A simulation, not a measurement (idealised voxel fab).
The following process module bears the name voxel transistor to metal.
Displayed cross-section: cut, width of 165 nm, square cells sized 5 nm.
Square cells in a grid make up a cross-section in this document, and the grid is given as bands, listed from the top down, each one or more rows of cells. Top height, bottom height, nm. Materials left to right, width each, nm. Single material + "everywhere" = fills band edge to edge. "air" = empty. We count height from 0. Below that, the starting wafer is all one material. The lowest band never ends at the bottom but goes on down; see "0..down" for how that is written. With a width like "30->40", each row of cells in the band differs from the next by the same amount, the top row carrying the first number and the bottom row the second. Any step labelled "remained the same" changed none of the cells in the cross-section. "Fully sealed cavities": sealed empty spaces, 8 cells or more, no open way to top, listed width x height at distance, with distance from the left edge and width, height and distance in nm. What comes after the settings on a step's line is commentary from the simulator itself on that step. overlay nm: for a step with a mask, the amount by which the mask lay right of where it was planned; a negative amount means left of it.

### Intended process steps
1: RECEIVE [material Si]
2: CONFORMAL_DEP [material SiO2] [thk nm 5]
3: CONFORMAL_DEP [material SiN] [thk nm 10]
4: PATTERN [tone cover] [mask id ACTIVE] [material resist] [width nm 105] [thk nm 20] [overlay nm 0]
5: DIRECTIONAL_ETCH [etch materials SiN] [depth nm 10]
6: DIRECTIONAL_ETCH [etch materials SiO2] [depth nm 5]
7: DIRECTIONAL_ETCH [etch materials Si] [depth nm 25]
8: STRIP [etch materials resist]
9: FILL_DEP [material SiO2] [thk nm 10]
10: CMP [height nm 15]
11: SELECTIVE_ETCH [etch materials SiO2] [depth nm 10]
12: STRIP [etch materials SiN]
13: SELECTIVE_ETCH [etch materials SiO2] [depth nm 5]
14: OXIDIZE [depth nm 5]
15: DIRECTIONAL_DEP [material polySi] [thk nm 30]
16: DIRECTIONAL_DEP [material SiCN] [thk nm 15]
17: PATTERN [tone cover] [mask id GATE] [material resist] [width nm 25] [thk nm 20] [overlay nm 0]
18: DIRECTIONAL_ETCH [etch materials SiCN] [depth nm 25]
19: DIRECTIONAL_ETCH [etch materials polySi] [depth nm 40]
20: STRIP [etch materials resist]
21: CONFORMAL_DEP [material SiN] [thk nm 10]
22: DIRECTIONAL_ETCH [etch materials SiN] [depth nm 10]
23: DIRECTIONAL_ETCH [etch materials SiO2] [depth nm 5]
24: DIRECTIONAL_ETCH [etch materials Si] [depth nm 15]
25: EPI [material SiGe] [thk nm 15]
26: FILL_DEP [material SiO2] [thk nm 10]
27: CMP [height nm 45]
28: DIRECTIONAL_DEP [material SiO2] [thk nm 15]
29: PATTERN [tone open] [mask id CONTACT] [material resist] [width nm 25] [pitch nm 60] [thk nm 20] [overlay nm 0]
30: DIRECTIONAL_ETCH [etch materials SiO2] [depth nm 65]
31: STRIP [etch materials resist]
32: CONFORMAL_DEP [material TiN] [thk nm 5]
33: FILL_DEP [material W] [thk nm 5]
34: CMP [height nm 60]
35: CONFORMAL_DEP [material SiCN] [thk nm 5]
36: DIRECTIONAL_DEP [material SiO2] [thk nm 20]
37: MASKED_ETCH [tone open] [mask id METAL_1] [width nm 15] [pitch nm 70] [etch materials SiO2] [depth nm 20] [overlay nm 0]
38: MASKED_ETCH [tone open] [mask id METAL_1] [width nm 15] [pitch nm 70] [etch materials SiCN] [depth nm 5] [overlay nm 0]
39: CONFORMAL_DEP [material TiN] [thk nm 5]
40: FILL_DEP [material Cu] [thk nm 5]
41: CMP [height nm 85]
42: CONFORMAL_DEP [material SiN] [thk nm 5]
Quick note for whoever runs this: the wafers start identical, but the width nm at step 37 isn't the same across them. The plan just shows what the first wafer had.

### first wafer as received, after step 1
  0..down | Si everywhere
  Fully sealed cavities: none

### What follows is a table in which each wafer occupies a row; for the wafer as it stands at the close of the module, the row states, material by material, how many cells have been gained (+) or lost (-) since receipt, and then gives its closed voids
width nm 15, +8 Cu, -117 Si, +42 SiCN, +54 SiGe, +69 SiN, +394 SiO2, +74 TiN, +40 W, +30 polySi, Fully sealed cavities: none
width nm 20, +14 Cu, -117 Si, +42 SiCN, +54 SiGe, +69 SiN, +386 SiO2, +76 TiN, +40 W, +30 polySi, Fully sealed cavities: none
width nm 25, +20 Cu, -117 Si, +42 SiCN, +54 SiGe, +69 SiN, +378 SiO2, +78 TiN, +40 W, +30 polySi, Fully sealed cavities: none
width nm 30, +26 Cu, -117 Si, +42 SiCN, +54 SiGe, +69 SiN, +370 SiO2, +80 TiN, +40 W, +30 polySi, Fully sealed cavities: none
